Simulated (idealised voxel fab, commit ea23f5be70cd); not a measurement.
The following process module bears the name voxel capacitor over wiring.
Pictured: cross-section cut, 290 nm wide, on a grid of 5 nm square cells.
Think of the cross-section as a grid of square cells. We describe it in bands, top to bottom, and each band covers one or more rows of those cells.
Top, bottom (nm), then materials left to right with widths (nm); lone material tagged "all across" fills the whole band edge to edge; "blank" = empty space.
Convention: height 0 is the level below which the wafer, as received, is all one material. The lowest band does not terminate at the bottom but continues downward, represented as "0 nm and below".
A width given as "30->40" starts at the first number in the band's top row and ends at the second number in its bottom row, shifting by an equal amount at every step from row to row.
No cell of the cross-section changed in a step that is given as "identical to before".
"Enclosed void list": empty spaces of 8 cells or more with no open way to the top, each given as width x height at distance, distance from the left edge, all in nm.
On each step's line, the part that comes after the settings is the simulator's own comment on the step.
The optional step-line setting "overlay nm" applies to steps with a mask and quantifies how far to the right of its planned location the mask lay, a negative value indicating leftward placement.

-- Set out below are the planned steps of the process
| 1 | RECEIVE [material Si] |
| 2 | CONFORMAL_DEP [material SiO2] [thk nm 15] |
| 3 | DIRECTIONAL_DEP [material TiN] [thk nm 5] |
| 4 | DIRECTIONAL_DEP [material W] [thk nm 25] |
| 5 | DIRECTIONAL_DEP [material aC] [thk nm 15] |
| 6 | PATTERN [tone cover] [mask id METAL_1] [material resist] [width nm 30] [pitch nm 90] [thk nm 30] [overlay nm 0] |
| 7 | DIRECTIONAL_ETCH [etch materials aC] [depth nm 15] |
| 8 | STRIP [etch materials resist] |
| 9 | DIRECTIONAL_ETCH [etch materials W] [depth nm 25] |
| 10 | DIRECTIONAL_ETCH [etch materials TiN] [depth nm 5] |
| 11 | STRIP [etch materials aC] |
| 12 | FILL_DEP [material SiO2] [thk nm 5] |
| 13 | CMP [height nm 45] |
| 14 | CONFORMAL_DEP [material SiCN] [thk nm 5] |
| 15 | DIRECTIONAL_DEP [material lowk] [thk nm 20] |
| 16 | MASKED_ETCH [tone open] [mask id PLUG_1] [width nm 15] [etch materials lowk] [depth nm 20] [overlay nm 0] |
| 17 | MASKED_ETCH [tone open] [mask id PLUG_1] [width nm 15] [etch materials SiCN] [depth nm 5] [overlay nm 0] |
| 18 | CONFORMAL_DEP [material TiN] [thk nm 5] |
| 19 | FILL_DEP [material W] [thk nm 10] |
| 20 | CMP [height nm 70] |
| 21 | DIRECTIONAL_DEP [material TiN] [thk nm 10] |
| 22 | DIRECTIONAL_DEP [material Al2O3] [thk nm 5] |
| 23 | DIRECTIONAL_DEP [material TiN] [thk nm 10] |
| 24 | DIRECTIONAL_DEP [material aC] [thk nm 15] |
| 25 | PATTERN [tone cover] [mask id UPPER_PLATE] [material resist] [width nm 65] [thk nm 35] [overlay nm 0] |
| 26 | DIRECTIONAL_ETCH [etch materials aC] [depth nm 15] |
| 27 | STRIP [etch materials resist] |
| 28 | DIRECTIONAL_ETCH [etch materials TiN] [depth nm 10] |
| 29 | DIRECTIONAL_ETCH [etch materials Al2O3] [depth nm 5] |
| 30 | STRIP [etch materials aC] |
| 31 | PATTERN [tone cover] [mask id LOWER_PLATE] [material resist] [width nm 75] [thk nm 15] [overlay nm 0] |
| 32 | DIRECTIONAL_ETCH [etch materials TiN] [depth nm 10] |
| 33 | STRIP [etch materials resist] |
| 34 | FILL_DEP [material SiO2] [thk nm 15] |
| 35 | CMP [height nm 105] |
| 36 | MASKED_ETCH [tone open] [mask id PLUG_2] [width nm 15] [etch materials SiO2] [depth nm 10] [overlay nm 0] |
| 37 | CONFORMAL_DEP [material TiN] [thk nm 5] |
| 38 | FILL_DEP [material Cu] [thk nm 5] |
| 39 | CMP [height nm 105] |
| 40 | CONFORMAL_DEP [material SiCN] [thk nm 5] |

-- Wafer cross-section on receipt, i.e. after step 1
0 nm and below = Si all across
Enclosed void list: none

-- The following cross-section depicts the wafer upon conclusion of the module. Processing commenced from the starting condition illustrated above and adhered to the plan illustrated above, save for one mistake in execution
110 nm to 105 nm = SiCN all across
105 nm to 100 nm = SiO2: 110  TiN: 5  Cu: 5  TiN: 5  SiO2: 165
100 nm to 95 nm = SiO2: 110  TiN: 15  SiO2: 165
95 nm to 85 nm = SiO2: 100  TiN: 65  SiO2: 125
85 nm to 80 nm = SiO2: 100  Al2O3: 65  SiO2: 125
80 nm to 70 nm = SiO2: 95  TiN: 75  SiO2: 120
70 nm to 65 nm = W all across
65 nm to 60 nm = TiN: 105  W: 5  TiN: 180
60 nm to 50 nm = lowk: 100  TiN: 5  W: 5  TiN: 5  lowk: 175
50 nm to 45 nm = SiCN: 100  TiN: 15  SiCN: 175
45 nm to 20 nm = SiO2: 85  W: 30  SiO2: 60  W: 30  SiO2: 85
20 nm to 15 nm = SiO2: 85  TiN: 30  SiO2: 60  TiN: 30  SiO2: 85
15 nm to 0 nm = SiO2 all across
0 nm and below = Si all across
Enclosed void list: none
Heads up, the wafer didn't run the way we planned it: step 15 ran as: DIRECTIONAL_DEP [material lowk] [thk nm 10]
